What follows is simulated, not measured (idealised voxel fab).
Proc. module: voxel plated lines
Xsec cut, 225 nm wide, square cell size 5 nm.
The cross-sections in this document take the form of a grid made of square cells. They are written out as bands, in order from top to bottom. Each band consists of one or more rows of cells. Band entry format. Leading values: height of top, height of bottom, nm. Remainder: materials in left-to-right order, each with its width in nm. Special words: "throughout" on a single material, which then fills the band edge to edge; "air", empty space. Heights are expressed relative to 0, this being the level below which the as-received wafer comprises one material exclusively. The lowest band is unbounded in the downward direction and is denoted as in "top 0, no bottom". So if you see something like "30->40" for the width, read it as the top row of the band sitting at the first number and the bottom row at the second, with every row in between moving by the same amount as the last. You'll sometimes find "remains unaltered" written for a step, and that's the way of saying that nowhere in the cross-section did a cell change during that step. Entry "Enclosed void list". Content: empty spaces with no open connection to the top, size 8 cells or greater. Each: width x height at distance. Distance: from left edge. Unit: nm. The remark found on a step's line after its settings is issued by the simulator itself and pertains to that step. "overlay nm" answers the question of how far to the right of plan the mask lay on a step that has a mask, and when it is negative the answer is to the left.
Steps in the process plan
step 1: RECEIVE | material Si
step 2: CONFORMAL_DEP | material Al2O3 | thk nm 10
step 3: DIRECTIONAL_DEP | material TiN | thk nm 5
step 4: PATTERN | tone open | mask id LINES | material resist | width nm 25 | pitch nm 55 | thk nm 15 | overlay nm 0
step 5: EPI | material Ru | thk nm 10
step 6: STRIP | etch materials resist
step 7: DIRECTIONAL_ETCH | etch materials TiN | depth nm 5
step 8: CONFORMAL_DEP | material SiO2 | thk nm 10
Wafer at receipt (post step 1), cross-section
* top 0, no bottom  Si throughout
* Enclosed void list: none
First of two wafers, end-of-module section, run followed plan
* top 35, bottom 25  60 of air  45 of SiO2  10 of air  45 of SiO2  65 of air
* top 25, bottom 20  60 of air  10 of SiO2  25 of Ru  10 of SiO2  10 of air  10 of SiO2  25 of Ru  10 of SiO2  65 of air
* top 20, bottom 15  70 of SiO2  25 of Ru  30 of SiO2  25 of Ru  75 of SiO2
* top 15, bottom 10  70 of SiO2  25 of TiN  30 of SiO2  25 of TiN  75 of SiO2
* top 10, bottom 0  Al2O3 throughout
* top 0, no bottom  Si throughout
* Enclosed void list: none
Cross-sectional view of the second of two wafers upon completion of the module. This wafer shared its starting condition and process plan with the first; one error was made during its execution
* top 30, bottom 25  65 of air  35 of SiO2  20 of air  35 of SiO2  70 of air
* top 25, bottom 15  65 of air  5 of SiO2  25 of Ru  5 of SiO2  20 of air  5 of SiO2  25 of Ru  5 of SiO2  70 of air
* top 15, bottom 10  70 of SiO2  25 of TiN  30 of SiO2  25 of TiN  75 of SiO2
* top 10, bottom 0  Al2O3 throughout
* top 0, no bottom  Si throughout
* Enclosed void list: none
Heads up, the wafer didn't run the way we planned it: step 8 was not run as planned; what actually ran was CONFORMAL_DEP | material SiO2 | thk nm 5
Final tally in cells, some materials are higher or lower on the second wafer than on the first: SiO2 -57
